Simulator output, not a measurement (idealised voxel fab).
process module | voxel transistor to metal
The cross-section shown here is cut; it is 270 nm wide and divided into square cells measuring 5 nm on a side.
We lay out every cross-section as a grid of square cells and spell it out in bands from the top down, where one band means one or more rows of cells. Each band's line starts with the height of the band's top and of its bottom, in nm. Then come its materials from left to right, each with its width in nm. One material with "throughout" fills the band from edge to edge. "empty" is empty space. Measure heights from 0. That's the level where, below it, the as-received wafer is all one material. The lowest band is bottomless and extends downward; write it as in "from 0 down". When a width is written as two numbers, as in "30..40", the first number is the width in the top row of cells of the band and the second is the width in its bottom row, and the width changes by the same amount from each row to the next. Basically "everything unchanged" means that step didn't change any cell in the cross-section. Each empty space that has no open way to the top and spans at least 8 cells appears under "Sealed internal voids" as width x height at distance, the distance counted from the left edge, all in nm. If you see something after the settings on a step's line, that's the simulator's own remark about that step. On any step carrying a mask, the "overlay nm" setting, if present on the step's line, tells how far right of its planned place the mask lay; negative values point to the left.
Here's what the planned process steps look like:
- 1: RECEIVE: material Si
- 2: OXIDIZE: depth nm 5
- 3: CONFORMAL_DEP: material SiN, thk nm 15
- 4: MASKED_ETCH: tone cover, mask id ACTIVE, width nm 105, pitch nm 135, etch materials SiN, depth nm 15, overlay nm 0
- 5: MASKED_ETCH: tone cover, mask id ACTIVE, width nm 105, pitch nm 135, etch materials SiO2, depth nm 5, overlay nm 0
- 6: MASKED_ETCH: tone cover, mask id ACTIVE, width nm 105, pitch nm 135, etch materials Si, depth nm 35, overlay nm 0
- 7: OXIDIZE: depth nm 5
- 8: FILL_DEP: material SiO2, thk nm 15
- 9: CMP: height nm 15
- 10: SELECTIVE_ETCH: etch materials SiO2, depth nm 15
- 11: STRIP: etch materials SiN
- 12: SELECTIVE_ETCH: etch materials SiO2, depth nm 5
- 13: OXIDIZE: depth nm 5
- 14: DIRECTIONAL_DEP: material polySi, thk nm 25
- 15: DIRECTIONAL_DEP: material SiCN, thk nm 15
- 16: MASKED_ETCH: tone cover, mask id GATE, width nm 25, pitch nm 135, etch materials SiCN, depth nm 25, overlay nm 0
- 17: MASKED_ETCH: tone cover, mask id GATE, width nm 25, pitch nm 135, etch materials polySi, depth nm 35, overlay nm 0
- 18: CONFORMAL_DEP: material SiO2, thk nm 5
- 19: DIRECTIONAL_ETCH: etch materials SiO2, depth nm 5
- 20: CONFORMAL_DEP: material SiN, thk nm 10
- 21: DIRECTIONAL_ETCH: etch materials SiN, depth nm 10
- 22: DIRECTIONAL_ETCH: etch materials SiO2, depth nm 5
- 23: DIRECTIONAL_ETCH: etch materials Si, depth nm 5
- 24: EPI: material pSi, thk nm 10
- 25: FILL_DEP: material SiO2, thk nm 10
- 26: CMP: height nm 20
- 27: STRIP: etch materials polySi
- 28: SELECTIVE_ETCH: etch materials SiO2, depth nm 5
- 29: CONFORMAL_DEP: material HfO2, thk nm 5
- 30: CONFORMAL_DEP: material TiN, thk nm 5
- 31: FILL_DEP: material W, thk nm 10
- 32: CMP: height nm 15
- 33: DIRECTIONAL_DEP: material SiO2, thk nm 10
- 34: DIRECTIONAL_DEP: material aC, thk nm 10
- 35: PATTERN: tone open, mask id CONTACT, material resist, width nm 20, thk nm 30, overlay nm 0
- 36: DIRECTIONAL_ETCH: etch materials aC, depth nm 10
- 37: STRIP: etch materials resist
- 38: DIRECTIONAL_ETCH: etch materials SiO2, depth nm 30
- 39: STRIP: etch materials aC
- 40: CONFORMAL_DEP: material TiN, thk nm 5
- 41: FILL_DEP: material W, thk nm 10
- 42: CMP: height nm 25
- 43: CONFORMAL_DEP: material SiN, thk nm 5
- 44: DIRECTIONAL_DEP: material lowk, thk nm 25
- 45: DIRECTIONAL_DEP: material aC, thk nm 15
- 46: PATTERN: tone open, mask id METAL_1, material resist, width nm 20, thk nm 30, overlay nm 0
- 47: DIRECTIONAL_ETCH: etch materials aC, depth nm 15
- 48: STRIP: etch materials resist
- 49: DIRECTIONAL_ETCH: etch materials lowk, depth nm 25
- 50: DIRECTIONAL_ETCH: etch materials SiN, depth nm 5
- 51: STRIP: etch materials aC
- 52: CONFORMAL_DEP: material TiN, thk nm 5
- 53: FILL_DEP: material Cu, thk nm 5
- 54: CMP: height nm 55
- 55: EPI: material Ru, thk nm 5
- 56: FILL_DEP: material SiCN, thk nm 5
As received, after step 1:
  from 0 down | Si throughout
  Sealed internal voids: none
One mistake in running the module, otherwise start and plan as above: cross-section at the end:
  from 65 to 60 | SiCN throughout
  from 60 to 55 | SiCN (15), then Ru (30), then SiCN (45), then Ru (30), then SiCN (30), then Ru (30), then SiCN (45), then Ru (30), then SiCN (15)
  from 55 to 30 | lowk (20), then TiN (5), then Cu (10), then TiN (5), then lowk (55), then TiN (5), then Cu (10), then TiN (5), then lowk (40), then TiN (5), then Cu (10), then TiN (5), then lowk (55), then TiN (5), then Cu (10), then TiN (5), then lowk (20)
  from 30 to 25 | SiN (20), then TiN (20), then SiN (55), then TiN (20), then SiN (40), then TiN (20), then SiN (55), then TiN (20), then SiN (20)
  from 25 to 15 | SiO2 (20), then TiN (5), then W (10), then TiN (5), then SiO2 (55), then TiN (5), then W (10), then TiN (5), then SiO2 (40), then TiN (5), then W (10), then TiN (5), then SiO2 (55), then TiN (5), then W (10), then TiN (5), then SiO2 (20)
  from 15 to 10 | SiO2 (20), then TiN (5), then W (10), then TiN (5), then SiN (10), then HfO2 (5), then TiN (5), then W (15), then TiN (5), then HfO2 (5), then SiN (10), then TiN (5), then W (10), then TiN (5), then SiO2 (40), then TiN (5), then W (10), then TiN (5), then SiN (10), then HfO2 (5), then TiN (5), then W (15), then TiN (5), then HfO2 (5), then SiN (10), then TiN (5), then W (10), then TiN (5), then SiO2 (20)
  from 10 to 5 | SiO2 (20), then TiN (20), then SiN (10), then HfO2 (5), then TiN (5), then W (15), then TiN (5), then HfO2 (5), then SiN (10), then TiN (20), then SiO2 (40), then TiN (20), then SiN (10), then HfO2 (5), then TiN (5), then W (15), then TiN (5), then HfO2 (5), then SiN (10), then TiN (20), then SiO2 (20)
  from 5 to 0 | SiO2 (20), then TiN (10), then pSi (10), then SiN (10), then HfO2 (5), then TiN (25), then HfO2 (5), then SiN (10), then pSi (10), then TiN (10), then SiO2 (40), then TiN (10), then pSi (10), then SiN (10), then HfO2 (5), then TiN (25), then HfO2 (5), then SiN (10), then pSi (10), then TiN (10), then SiO2 (20)
  from 0 to -5 | SiO2 (5), then SiN (10), then pSi (25), then SiO2 (10), then HfO2 (35), then SiO2 (10), then pSi (25), then SiN (10), then SiO2 (10), then SiN (10), then pSi (25), then SiO2 (10), then HfO2 (35), then SiO2 (10), then pSi (25), then SiN (10), then SiO2 (5)
  from -5 to -10 | SiO2 (20), then pSi (20), then Si (55), then pSi (20), then SiO2 (40), then pSi (20), then Si (55), then pSi (20), then SiO2 (20)
  from -10 to -45 | SiO2 (20), then Si (95), then SiO2 (40), then Si (95), then SiO2 (20)
  from -45 down | Si throughout
  Sealed internal voids: none
Against the plan, the run slipped here: steps 11 and 12 were swapped
